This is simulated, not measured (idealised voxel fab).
Proc. module: voxel capacitor over wiring
In the cross-section labelled cut, the width is 290 nm and each square cell is 5 nm.
Cross-section, as written here: a square-cell grid given band by band from the top down, where a band holds one or more rows of cells. It is stipulated that each band's entry specify, in nanometres, the height of the top of the band and then that of its bottom, followed by the materials of the band in left-to-right sequence, each together with its width in nanometres. A single material marked by the word "all across" is understood to fill the band from edge to edge; the word "blank" is understood to denote empty space. All heights in this document are referenced to 0, defined as the level beneath which the wafer, as received, consists entirely of one material. The lowest band is not bounded below; it extends indefinitely downward and is written in the form "0 nm and below". With a width like "30..40", each row of cells in the band differs from the next by the same amount, the top row carrying the first number and the bottom row the second. When a step is marked "all unchanged", none of the cells in the cross-section changed during that step. What "Closed void roster" gives you is every empty space of 8 cells or more that is cut off from the top. Each appears as width x height at distance, with the distance taken from the left edge and width, height and distance all in nm. What comes after the settings on a step's line is commentary from the simulator itself on that step. On any step carrying a mask, the "overlay nm" setting, if present on the step's line, tells how far right of its planned place the mask lay; negative values point to the left.
**List of planned process steps**
step 1: RECEIVE,material Si
step 2: CONFORMAL_DEP,material SiO2,thk nm 15
step 3: DIRECTIONAL_DEP,material TiN,thk nm 5
step 4: DIRECTIONAL_DEP,material Ru,thk nm 20
step 5: DIRECTIONAL_DEP,material aC,thk nm 15
step 6: PATTERN,tone cover,mask id METAL_1,material resist,width nm 30,pitch nm 95,thk nm 35,overlay nm 0
step 7: DIRECTIONAL_ETCH,etch materials aC,depth nm 15
step 8: STRIP,etch materials resist
step 9: DIRECTIONAL_ETCH,etch materials Ru,depth nm 20
step 10: DIRECTIONAL_ETCH,etch materials TiN,depth nm 5
step 11: STRIP,etch materials aC
step 12: FILL_DEP,material lowk,thk nm 5
step 13: CMP,height nm 40
step 14: CONFORMAL_DEP,material SiCN,thk nm 5
step 15: DIRECTIONAL_DEP,material SiO2,thk nm 15
step 16: DIRECTIONAL_DEP,material aC,thk nm 10
step 17: PATTERN,tone open,mask id PLUG_1,material resist,width nm 15,thk nm 25,overlay nm 0
step 18: DIRECTIONAL_ETCH,etch materials aC,depth nm 10
step 19: STRIP,etch materials resist
step 20: DIRECTIONAL_ETCH,etch materials SiO2,depth nm 15
step 21: DIRECTIONAL_ETCH,etch materials SiCN,depth nm 5
step 22: STRIP,etch materials aC
step 23: CONFORMAL_DEP,material TiN,thk nm 5
step 24: FILL_DEP,material Cu,thk nm 10
step 25: CMP,height nm 60
step 26: DIRECTIONAL_DEP,material TiN,thk nm 10
step 27: DIRECTIONAL_DEP,material Al2O3,thk nm 5
step 28: DIRECTIONAL_DEP,material TiN,thk nm 10
step 29: PATTERN,tone cover,mask id UPPER_PLATE,material resist,width nm 70,thk nm 15,overlay nm 0
step 30: DIRECTIONAL_ETCH,etch materials TiN,depth nm 10
step 31: DIRECTIONAL_ETCH,etch materials Al2O3,depth nm 5
step 32: STRIP,etch materials resist
step 33: MASKED_ETCH,tone cover,mask id LOWER_PLATE,width nm 80,etch materials TiN,depth nm 10,overlay nm 0
step 34: FILL_DEP,material SiO2,thk nm 20
step 35: CMP,height nm 100
step 36: MASKED_ETCH,tone open,mask id PLUG_2,width nm 15,etch materials SiO2,depth nm 15,overlay nm 0
step 37: CONFORMAL_DEP,material TiN,thk nm 5
step 38: FILL_DEP,material W,thk nm 10
step 39: CMP,height nm 100
step 40: CONFORMAL_DEP,material SiN,thk nm 5
**Received-state cross-section, reflecting completion of step 1**
- 0 nm and below | Si all across
- Closed void roster: none
**Module complete - cross-section of the first of two wafers, run according to plan**
- 105 nm to 100 nm | SiN all across
- 100 nm to 90 nm | SiO2 105, TiN 5, W 5, TiN 5, SiO2 170
- 90 nm to 85 nm | SiO2 105, TiN 15, SiO2 170
- 85 nm to 75 nm | SiO2 95, TiN 70, SiO2 125
- 75 nm to 70 nm | SiO2 95, Al2O3 70, SiO2 125
- 70 nm to 60 nm | SiO2 90, TiN 80, SiO2 120
- 60 nm to 45 nm | SiO2 95, TiN 5, Cu 5, TiN 5, SiO2 180
- 45 nm to 40 nm | SiCN 95, TiN 15, SiCN 180
- 40 nm to 20 nm | lowk 80, Ru 30, lowk 65, Ru 30, lowk 85
- 20 nm to 15 nm | lowk 80, TiN 30, lowk 65, TiN 30, lowk 85
- 15 nm to 0 nm | SiO2 all across
- 0 nm and below | Si all across
- Closed void roster: none
**Wafer two, end of module, cross-section. Same start, same plan as wafer one. One mistake in the run**
- 105 nm to 100 nm | SiN all across
- 100 nm to 95 nm | SiO2 105, TiN 5, W 5, TiN 5, SiO2 170
- 95 nm to 90 nm | SiO2 105, TiN 15, SiO2 170
- 90 nm to 80 nm | SiO2 95, TiN 70, SiO2 125
- 80 nm to 75 nm | SiO2 95, Al2O3 70, SiO2 125
- 75 nm to 65 nm | SiO2 90, TiN 80, SiO2 120
- 65 nm to 60 nm | TiN all across
- 60 nm to 45 nm | SiO2 95, TiN 5, Cu 5, TiN 5, SiO2 180
- 45 nm to 40 nm | SiCN 95, TiN 15, SiCN 180
- 40 nm to 20 nm | lowk 80, Ru 30, lowk 65, Ru 30, lowk 85
- 20 nm to 15 nm | lowk 80, TiN 30, lowk 65, TiN 30, lowk 85
- 15 nm to 0 nm | SiO2 all across
- 0 nm and below | Si all across
- Closed void roster: none
Run error: not per plan at step 26, really ran DIRECTIONAL_DEP,material TiN,thk nm 15
In the final state, the cell counts of the second wafer exceed or fall short of those of the first for the following materials: -55 SiO2; +56 TiN; -1 W
